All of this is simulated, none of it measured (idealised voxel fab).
Module name: voxel plated lines (process module)
In the cross-section labelled cut, the width is 190 nm and each square cell is 5 nm.
Format of a cross-section: grid, square cells. Given as bands. Order: top down. Band: one or more rows of cells.
Quick guide to a band line: top height, bottom height (nm) up front; then every material left to right with its width in nm. Only one material and it's marked "throughout"? Then it fills the band edge to edge. And "blank" just means empty space.
For the purposes of this specification, 0 denotes the height below which the wafer in its as-received condition is composed wholly of one material, and the lowermost band, lacking a lower limit, extends downward without end, as expressed in "0 -> down".
Per-row width for "30..40": begins at first number (top row of band), ends at second number (bottom row), increment between rows held constant.
Any step labelled "remained unchanged" changed none of the cells in the cross-section.
"Internal closed voids" means: voids of 8 cells or more that are shut off from the top with no open way through. Written width x height at distance, distance from the left edge, in nm.
That trailing text on a step's line, after the settings, is the simulator's own remark on the step.
overlay nm: how far to the right of its planned place the mask lay on this masked step (negative: to the left).
[The following list gives the planned process steps]
1. RECEIVE with material Si
2. CONFORMAL_DEP with material Al2O3, thk nm 15
3. DIRECTIONAL_DEP with material TiN, thk nm 5
4. PATTERN with tone open, mask id LINES, material resist, width nm 20, pitch nm 40, thk nm 15, overlay nm 0
5. EPI with material Ru, thk nm 10
6. STRIP with etch materials resist
7. DIRECTIONAL_ETCH with etch materials TiN, depth nm 5
8. CONFORMAL_DEP with material SiCN, thk nm 5
[Cross-section of the wafer as it came to us, i.e., already through step 1]
    0 -> down = Si throughout
    Internal closed voids: none
[End-of-module cross-section. Starting structure and process plan as above; one mistake made in running it]
    35 -> 30 = SiCN: 50, then blank: 10, then SiCN: 30, then blank: 10, then SiCN: 30, then blank: 10, then SiCN: 50
    30 -> 20 = Ru: 45, then SiCN: 5, then blank: 10, then SiCN: 5, then Ru: 20, then SiCN: 5, then blank: 10, then SiCN: 5, then Ru: 20, then SiCN: 5, then blank: 10, then SiCN: 5, then Ru: 45
    20 -> 15 = TiN: 45, then SiCN: 20, then TiN: 20, then SiCN: 20, then TiN: 20, then SiCN: 20, then TiN: 45
    15 -> 0 = Al2O3 throughout
    0 -> down = Si throughout
    Internal closed voids: none
What broke from the plan during processing? step 4 ran differently from the plan; actual operation with settings: PATTERN with tone cover, mask id LINES, material resist, width nm 20, pitch nm 40, thk nm 15, overlay nm 0
